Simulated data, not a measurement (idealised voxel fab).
Process module, titled voxel self aligned vias
Shown is cross-section cut, with a width of 210 nm and square cells of size 5 nm.
Just so we're on the same page, the cross-sections are grids of square cells, and they're listed out in bands top to bottom, each band one or more rows deep.
Heads up on the band format: heights come first, top then bottom, in nm. After that it's the materials left to right, each with its width in nm. A single material flagged "everywhere" fills the whole band edge to edge, and "empty" means there's empty space there.
Beneath 0, the wafer as received is one material, and that level is where height counting begins. The lowest band goes on downward without a bottom; it is written like "from 0 down".
A two-number width, for instance "30..40", indicates that the width is equal to the first number in the top row of the band and to the second number in the bottom row, and that it changes by a constant amount per row of cells.
"nothing altered" (step): cross-section cells unchanged, all of them.
Voids, fully enclosed: empty space of 8 cells or more with no open way to the top, each as width x height at its distance from the left edge, in nm
That trailing text on a step's line, after the settings, is the simulator's own remark on the step.
What "overlay nm" on a step's line means: if the step has a mask, that mask lay this far to the right of its planned place, or, when the value is negative, to the left.
# Steps in the process plan
1: RECEIVE (material Si)
2: CONFORMAL_DEP (material SiO2; thk nm 15)
3: CONFORMAL_DEP (material SiCN; thk nm 5)
4: DIRECTIONAL_DEP (material lowk; thk nm 25)
5: PATTERN (tone open; mask id LINES; material resist; width nm 25; pitch nm 50; thk nm 20; overlay nm 0)
6: DIRECTIONAL_ETCH (etch materials lowk; depth nm 25)
7: STRIP (etch materials resist)
8: CONFORMAL_DEP (material TiN; thk nm 5)
9: FILL_DEP (material Ru; thk nm 5)
10: CMP (height nm 45)
11: SELECTIVE_ETCH (etch materials W Ru TiN; depth nm 5)
12: FILL_DEP (material SiN; thk nm 10)
13: CMP (height nm 45)
14: DIRECTIONAL_DEP (material lowk; thk nm 15)
15: PATTERN (tone open; mask id VIAS; material resist; width nm 35; pitch nm 100; thk nm 20; overlay nm 0)
16: DIRECTIONAL_ETCH (etch materials lowk; depth nm 15)
17: DIRECTIONAL_ETCH (etch materials SiN; depth nm 5)
18: STRIP (etch materials resist)
19: CONFORMAL_DEP (material TiN; thk nm 5)
20: FILL_DEP (material Ru; thk nm 5)
21: CMP (height nm 60)
22: CONFORMAL_DEP (material SiN; thk nm 5)
# First of two wafers: run as planned
# As received (post step 1): cross-section
from 0 down | Si everywhere
Voids, fully enclosed: none
# State of the wafer after step 2, shown in cross-section
from 15 to 0 | SiO2 everywhere
Everything below 0 is unchanged.
# State of the wafer after step 3, shown in cross-section
from 20 to 15 | SiCN everywhere
Everything below 15 is unchanged.
# State of the wafer after step 4, shown in cross-section
from 45 to 20 | lowk everywhere
Everything below 20 is unchanged.
# State of the wafer after step 5, shown in cross-section
from 65 to 45 | resist=40, empty=25, resist=25, empty=25, resist=25, empty=25, resist=45
Everything below 45 is unchanged.
# State of the wafer after step 6, shown in cross-section
from 65 to 45 | resist=40, empty=25, resist=25, empty=25, resist=25, empty=25, resist=45
from 45 to 20 | lowk=40, empty=25, lowk=25, empty=25, lowk=25, empty=25, lowk=45
Everything below 20 is unchanged.
# State of the wafer after step 7, shown in cross-section
from 45 to 20 | lowk=40, empty=25, lowk=25, empty=25, lowk=25, empty=25, lowk=45
Everything below 20 is unchanged.
# State of the wafer after step 8, shown in cross-section
from 50 to 45 | TiN=45, empty=15, TiN=35, empty=15, TiN=35, empty=15, TiN=50
from 45 to 25 | lowk=40, TiN=5, empty=15, TiN=5, lowk=25, TiN=5, empty=15, TiN=5, lowk=25, TiN=5, empty=15, TiN=5, lowk=45
from 25 to 20 | lowk=40, TiN=25, lowk=25, TiN=25, lowk=25, TiN=25, lowk=45
Everything below 20 is unchanged.
# State of the wafer after step 9, shown in cross-section
from 55 to 50 | Ru everywhere
from 50 to 45 | TiN=45, Ru=15, TiN=35, Ru=15, TiN=35, Ru=15, TiN=50
from 45 to 25 | lowk=40, TiN=5, Ru=15, TiN=5, lowk=25, TiN=5, Ru=15, TiN=5, lowk=25, TiN=5, Ru=15, TiN=5, lowk=45
Everything below 25 is unchanged.
# State of the wafer after step 10, shown in cross-section
from 45 to 25 | lowk=40, TiN=5, Ru=15, TiN=5, lowk=25, TiN=5, Ru=15, TiN=5, lowk=25, TiN=5, Ru=15, TiN=5, lowk=45
Everything below 25 is unchanged.
# State of the wafer after step 11, shown in cross-section
from 45 to 40 | lowk=40, empty=25, lowk=25, empty=25, lowk=25, empty=25, lowk=45
Everything below 40 is unchanged.
# State of the wafer after step 12, shown in cross-section
from 55 to 45 | SiN everywhere
from 45 to 40 | lowk=40, SiN=25, lowk=25, SiN=25, lowk=25, SiN=25, lowk=45
Everything below 40 is unchanged.
# State of the wafer after step 13, shown in cross-section
from 45 to 40 | lowk=40, SiN=25, lowk=25, SiN=25, lowk=25, SiN=25, lowk=45
Everything below 40 is unchanged.
# State of the wafer after step 14, shown in cross-section
from 60 to 45 | lowk everywhere
Everything below 45 is unchanged.
# State of the wafer after step 15, shown in cross-section
from 80 to 60 | resist=35, empty=35, resist=65, empty=35, resist=40
Everything below 60 is unchanged.
# State of the wafer after step 16, shown in cross-section
from 80 to 60 | resist=35, empty=35, resist=65, empty=35, resist=40
from 60 to 45 | lowk=35, empty=35, lowk=65, empty=35, lowk=40
Everything below 45 is unchanged.
# State of the wafer after step 17, shown in cross-section
from 80 to 60 | resist=35, empty=35, resist=65, empty=35, resist=40
from 60 to 45 | lowk=35, empty=35, lowk=65, empty=35, lowk=40
from 45 to 40 | lowk=40, empty=25, lowk=25, SiN=25, lowk=25, empty=25, lowk=45
Everything below 40 is unchanged.
# State of the wafer after step 18, shown in cross-section
from 60 to 45 | lowk=35, empty=35, lowk=65, empty=35, lowk=40
Everything below 45 is unchanged.
# State of the wafer after step 19, shown in cross-section
from 65 to 60 | TiN=40, empty=25, TiN=75, empty=25, TiN=45
from 60 to 50 | lowk=35, TiN=5, empty=25, TiN=5, lowk=65, TiN=5, empty=25, TiN=5, lowk=40
from 50 to 45 | lowk=35, TiN=10, empty=15, TiN=10, lowk=65, TiN=10, empty=15, TiN=10, lowk=40
from 45 to 40 | lowk=40, TiN=25, lowk=25, SiN=25, lowk=25, TiN=25, lowk=45
Everything below 40 is unchanged.
# State of the wafer after step 20, shown in cross-section
from 70 to 65 | Ru everywhere
from 65 to 60 | TiN=40, Ru=25, TiN=75, Ru=25, TiN=45
from 60 to 50 | lowk=35, TiN=5, Ru=25, TiN=5, lowk=65, TiN=5, Ru=25, TiN=5, lowk=40
from 50 to 45 | lowk=35, TiN=10, Ru=15, TiN=10, lowk=65, TiN=10, Ru=15, TiN=10, lowk=40
Everything below 45 is unchanged.
# State of the wafer after step 21, shown in cross-section
from 60 to 50 | lowk=35, TiN=5, Ru=25, TiN=5, lowk=65, TiN=5, Ru=25, TiN=5, lowk=40
Everything below 50 is unchanged.
# State of the wafer after step 22, shown in cross-section
from 65 to 60 | SiN everywhere
Everything below 60 is unchanged.
# Now the other wafer: same start, same recipe, but we messed up one thing when running it. Up to and including step 2 it's the same as the first one
Cross-sectional representation of the second wafer at the time designated in the plan for the completion of step 3: nothing altered
# Cross-sectional representation of the second wafer at the time designated in the plan for the completion of step 4
from 40 to 15 | lowk everywhere
Everything below 15 is unchanged.
# Cross-sectional representation of the second wafer at the time designated in the plan for the completion of step 5
from 60 to 40 | resist=40, empty=25, resist=25, empty=25, resist=25, empty=25, resist=45
Everything below 40 is unchanged.
# Cross-sectional representation of the second wafer at the time designated in the plan for the completion of step 6
from 60 to 40 | resist=40, empty=25, resist=25, empty=25, resist=25, empty=25, resist=45
from 40 to 15 | lowk=40, empty=25, lowk=25, empty=25, lowk=25, empty=25, lowk=45
Everything below 15 is unchanged.
# Cross-sectional representation of the second wafer at the time designated in the plan for the completion of step 7
from 40 to 15 | lowk=40, empty=25, lowk=25, empty=25, lowk=25, empty=25, lowk=45
Everything below 15 is unchanged.
# Cross-sectional representation of the second wafer at the time designated in the plan for the completion of step 8
from 45 to 40 | TiN=45, empty=15, TiN=35, empty=15, TiN=35, empty=15, TiN=50
from 40 to 20 | lowk=40, TiN=5, empty=15, TiN=5, lowk=25, TiN=5, empty=15, TiN=5, lowk=25, TiN=5, empty=15, TiN=5, lowk=45
from 20 to 15 | lowk=40, TiN=25, lowk=25, TiN=25, lowk=25, TiN=25, lowk=45
Everything below 15 is unchanged.
# Cross-sectional representation of the second wafer at the time designated in the plan for the completion of step 9
from 50 to 45 | Ru everywhere
from 45 to 40 | TiN=45, Ru=15, TiN=35, Ru=15, TiN=35, Ru=15, TiN=50
from 40 to 20 | lowk=40, TiN=5, Ru=15, TiN=5, lowk=25, TiN=5, Ru=15, TiN=5, lowk=25, TiN=5, Ru=15, TiN=5, lowk=45
Everything below 20 is unchanged.
# Cross-sectional representation of the second wafer at the time designated in the plan for the completion of step 10
from 45 to 40 | TiN=45, Ru=15, TiN=35, Ru=15, TiN=35, Ru=15, TiN=50
Everything below 40 is unchanged.
# Cross-sectional representation of the second wafer at the time designated in the plan for the completion of step 11
from 40 to 20 | lowk=40, TiN=5, Ru=15, TiN=5, lowk=25, TiN=5, Ru=15, TiN=5, lowk=25, TiN=5, Ru=15, TiN=5, lowk=45
Everything below 20 is unchanged.
# Cross-sectional representation of the second wafer at the time designated in the plan for the completion of step 12
from 50 to 40 | SiN everywhere
Everything below 40 is unchanged.
# Cross-sectional representation of the second wafer at the time designated in the plan for the completion of step 13
from 45 to 40 | SiN everywhere
Everything below 40 is unchanged.
# Cross-sectional representation of the second wafer at the time designated in the plan for the completion of step 14
from 60 to 45 | lowk everywhere
Everything below 45 is unchanged.
# Cross-sectional representation of the second wafer at the time designated in the plan for the completion of step 15
from 80 to 60 | resist=35, empty=35, resist=65, empty=35, resist=40
Everything below 60 is unchanged.
# Cross-sectional representation of the second wafer at the time designated in the plan for the completion of step 16
from 80 to 60 | resist=35, empty=35, resist=65, empty=35, resist=40
from 60 to 45 | lowk=35, empty=35, lowk=65, empty=35, lowk=40
Everything below 45 is unchanged.
# Cross-sectional representation of the second wafer at the time designated in the plan for the completion of step 17
from 80 to 60 | resist=35, empty=35, resist=65, empty=35, resist=40
from 60 to 45 | lowk=35, empty=35, lowk=65, empty=35, lowk=40
from 45 to 40 | SiN=35, empty=35, SiN=65, empty=35, SiN=40
Everything below 40 is unchanged.
# Cross-sectional representation of the second wafer at the time designated in the plan for the completion of step 18
from 60 to 45 | lowk=35, empty=35, lowk=65, empty=35, lowk=40
Everything below 45 is unchanged.
# Cross-sectional representation of the second wafer at the time designated in the plan for the completion of step 19
from 65 to 60 | TiN=40, empty=25, TiN=75, empty=25, TiN=45
from 60 to 45 | lowk=35, TiN=5, empty=25, TiN=5, lowk=65, TiN=5, empty=25, TiN=5, lowk=40
from 45 to 40 | SiN=35, TiN=35, SiN=65, TiN=35, SiN=40
Everything below 40 is unchanged.
# Cross-sectional representation of the second wafer at the time designated in the plan for the completion of step 20
from 70 to 65 | Ru everywhere
from 65 to 60 | TiN=40, Ru=25, TiN=75, Ru=25, TiN=45
from 60 to 45 | lowk=35, TiN=5, Ru=25, TiN=5, lowk=65, TiN=5, Ru=25, TiN=5, lowk=40
Everything below 45 is unchanged.
# Cross-sectional representation of the second wafer at the time designated in the plan for the completion of step 21
from 60 to 45 | lowk=35, TiN=5, Ru=25, TiN=5, lowk=65, TiN=5, Ru=25, TiN=5, lowk=40
Everything below 45 is unchanged.
# Cross-sectional representation of the second wafer at the time designated in the plan for the completion of step 22
from 65 to 60 | SiN everywhere
Everything below 60 is unchanged.
what went wrong: plan step 3 never ran because it was skipped
The second wafer ends with more or fewer cells of some materials than the first, per final count: 13 more of Ru; 42 fewer of SiCN; 23 more of SiN; 6 more of TiN
